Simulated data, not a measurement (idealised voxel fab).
process module | voxel lift off
Cross-section cut: width 265 nm, square cells of 5 nm.
Cross-sections here: square-cell grids, written as top-down lists of bands, a band being one or more rows of cells.
Each band's line starts with the height of the band's top and of its bottom, in nm. Then come its materials from left to right, each with its width in nm. One material with "edge to edge" fills the band from edge to edge. "empty" is empty space.
We count height from 0. Below that, the starting wafer is all one material. The lowest band never ends at the bottom but goes on down; see "from 0 down" for how that is written.
The expression "30->40" gives the width at the extremes of the band, the first number at its top row of cells and the second at its bottom row, with the width changing by equal amounts from each row to the next in between.
"left unchanged" means the step left every cell of the cross-section as it was.
Under "Unvented voids" you'll find the enclosed gaps, the ones with no way out to the top, that are 8 cells or bigger; each reads width x height at distance, with distance counted from the left edge, everything in nm.
What comes after the settings on a step's line is commentary from the simulator itself on that step.
When a step includes a mask, the "overlay nm" setting on its line states how far to the right of its planned place that mask lay, and negative values state how far to the left.

Intended process steps
1: RECEIVE [material Si]
2: CONFORMAL_DEP [material SiO2] [thk nm 5]
3: PATTERN [tone open] [mask id LINES] [material resist] [width nm 20] [pitch nm 50] [thk nm 30] [overlay nm 0]
4: DIRECTIONAL_DEP [material Ru] [thk nm 15]
5: STRIP [etch materials resist]
6: CONFORMAL_DEP [material SiO2] [thk nm 5]

So this is the incoming wafer in cross-section - it's already been through step 1
	from 0 down = Si edge to edge
	Unvented voids: none

Here's the wafer cut in cross-section after the module, started and planned just like above, except one thing was done wrong in the run
	from 25 to 20 = empty 90 nm; SiO2 35 nm; empty 15 nm; SiO2 35 nm; empty 90 nm
	from 20 to 10 = empty 90 nm; SiO2 5 nm; Ru 25 nm; SiO2 5 nm; empty 15 nm; SiO2 5 nm; Ru 25 nm; SiO2 5 nm; empty 90 nm
	from 10 to 5 = SiO2 95 nm; Ru 25 nm; SiO2 25 nm; Ru 25 nm; SiO2 95 nm
	from 5 to 0 = SiO2 edge to edge
	from 0 down = Si edge to edge
	Unvented voids: none
Plan not followed: step 3 off recipe, ran as PATTERN [tone open] [mask id LINES] [material resist] [width nm 25] [pitch nm 50] [thk nm 30] [overlay nm 0]
